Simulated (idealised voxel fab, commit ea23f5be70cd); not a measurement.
Presented below is a process module, voxel tone inversion.
Cross-section cut spans 170 nm and uses square cells 5 nm in size.
Each cross-section below is a grid of square cells, stated as bands in top-down order, with one or more rows of cells making up each band. Band: top and bottom heights (nm) first, top before bottom; then materials from left to right, widths in nm. "everywhere" marks a sole material filling the band edge to edge. "empty" denotes empty space. Note: height 0 marks the level under which the wafer is uniformly one material as received. Lowest band unbounded below, written "0 nm and below". The notation "30 to 40" denotes a width that varies across the rows of cells in the band, beginning at the first number in the top row, finishing at the second number in the bottom row, and changing by an identical amount from each row to the next. A step reported as "remained the same" is a step in which no cell of the cross-section changed. Look at "Closed void list" for the closed voids: empty spaces with no open path to the top, sized 8 cells or up. Each is width x height at distance, distance from the left edge, all nm. That trailing text on a step's line, after the settings, is the simulator's own remark on the step. When a step includes a mask, the "overlay nm" setting on its line states how far to the right of its planned place that mask lay, and negative values state how far to the left.
# Process steps foreseen in the plan
1) op RECEIVE | material Si
2) op CONFORMAL_DEP | material SiN | thk nm 5
3) op DIRECTIONAL_DEP | material aC | thk nm 25
4) op PATTERN | tone cover | mask id POSTS | material resist | width nm 15 | pitch nm 40 | thk nm 35 | overlay nm 0
5) op DIRECTIONAL_ETCH | etch materials aC | depth nm 25
6) op STRIP | etch materials resist
7) op FILL_DEP | material SiO2 | thk nm 5
8) op CMP | height nm 30
9) op STRIP | etch materials aC
# The first of the two wafers, which ran as planned
# Cross-section: wafer on arrival = after step 1
0 nm and below  Si everywhere
Closed void list: none
# The wafer in cross-section once step 2 is complete
5 nm to 0 nm  SiN everywhere
Heights below 0 show no change.
# The wafer in cross-section once step 3 is complete
30 nm to 5 nm  aC everywhere
Heights below 5 show no change.
# The wafer in cross-section once step 4 is complete
65 nm to 30 nm  empty 15 nm, then resist 15 nm, then empty 25 nm, then resist 15 nm, then empty 25 nm, then resist 15 nm, then empty 25 nm, then resist 15 nm, then empty 20 nm
Heights below 30 show no change.
# The wafer in cross-section once step 5 is complete
40 nm to 30 nm  empty 15 nm, then resist 15 nm, then empty 25 nm, then resist 15 nm, then empty 25 nm, then resist 15 nm, then empty 25 nm, then resist 15 nm, then empty 20 nm
30 nm to 5 nm  empty 15 nm, then aC 15 nm, then empty 25 nm, then aC 15 nm, then empty 25 nm, then aC 15 nm, then empty 25 nm, then aC 15 nm, then empty 20 nm
Heights below 5 show no change.
# The wafer in cross-section once step 6 is complete
30 nm to 5 nm  empty 15 nm, then aC 15 nm, then empty 25 nm, then aC 15 nm, then empty 25 nm, then aC 15 nm, then empty 25 nm, then aC 15 nm, then empty 20 nm
Heights below 5 show no change.
# The wafer in cross-section once step 7 is complete
35 nm to 30 nm  SiO2 everywhere
30 nm to 5 nm  SiO2 15 nm, then aC 15 nm, then SiO2 25 nm, then aC 15 nm, then SiO2 25 nm, then aC 15 nm, then SiO2 25 nm, then aC 15 nm, then SiO2 20 nm
Heights below 5 show no change.
# The wafer in cross-section once step 8 is complete
30 nm to 5 nm  SiO2 15 nm, then aC 15 nm, then SiO2 25 nm, then aC 15 nm, then SiO2 25 nm, then aC 15 nm, then SiO2 25 nm, then aC 15 nm, then SiO2 20 nm
Heights below 5 show no change.
# The wafer in cross-section once step 9 is complete
30 nm to 5 nm  SiO2 15 nm, then empty 15 nm, then SiO2 25 nm, then empty 15 nm, then SiO2 25 nm, then empty 15 nm, then SiO2 25 nm, then empty 15 nm, then SiO2 20 nm
Heights below 5 show no change.
# Wafer two: like wafer one in start and plan, but with one mistake in execution; identical up to and including step 3
# X-section, second wafer, when step 4 was due to finish
65 nm to 30 nm  resist 15 nm, then empty 15 nm, then resist 25 nm, then empty 15 nm, then resist 25 nm, then empty 15 nm, then resist 25 nm, then empty 15 nm, then resist 20 nm
Heights below 30 show no change.
# X-section, second wafer, when step 5 was due to finish
40 nm to 30 nm  resist 15 nm, then empty 15 nm, then resist 25 nm, then empty 15 nm, then resist 25 nm, then empty 15 nm, then resist 25 nm, then empty 15 nm, then resist 20 nm
30 nm to 5 nm  aC 15 nm, then empty 15 nm, then aC 25 nm, then empty 15 nm, then aC 25 nm, then empty 15 nm, then aC 25 nm, then empty 15 nm, then aC 20 nm
Heights below 5 show no change.
# X-section, second wafer, when step 6 was due to finish
30 nm to 5 nm  aC 15 nm, then empty 15 nm, then aC 25 nm, then empty 15 nm, then aC 25 nm, then empty 15 nm, then aC 25 nm, then empty 15 nm, then aC 20 nm
Heights below 5 show no change.
# X-section, second wafer, when step 7 was due to finish
35 nm to 30 nm  SiO2 everywhere
30 nm to 5 nm  aC 15 nm, then SiO2 15 nm, then aC 25 nm, then SiO2 15 nm, then aC 25 nm, then SiO2 15 nm, then aC 25 nm, then SiO2 15 nm, then aC 20 nm
Heights below 5 show no change.
# X-section, second wafer, when step 8 was due to finish
30 nm to 5 nm  aC 15 nm, then SiO2 15 nm, then aC 25 nm, then SiO2 15 nm, then aC 25 nm, then SiO2 15 nm, then aC 25 nm, then SiO2 15 nm, then aC 20 nm
Heights below 5 show no change.
# X-section, second wafer, when step 9 was due to finish
30 nm to 5 nm  empty 15 nm, then SiO2 15 nm, then empty 25 nm, then SiO2 15 nm, then empty 25 nm, then SiO2 15 nm, then empty 25 nm, then SiO2 15 nm, then empty 20 nm
Heights below 5 show no change.
Finding, execution versus plan: step 4 off recipe, ran as op PATTERN | tone open | mask id POSTS | material resist | width nm 15 | pitch nm 40 | thk nm 35 | overlay nm 0
In the final state, the cell counts of the second wafer exceed or fall short of those of the first for the following materials: SiO2 -50
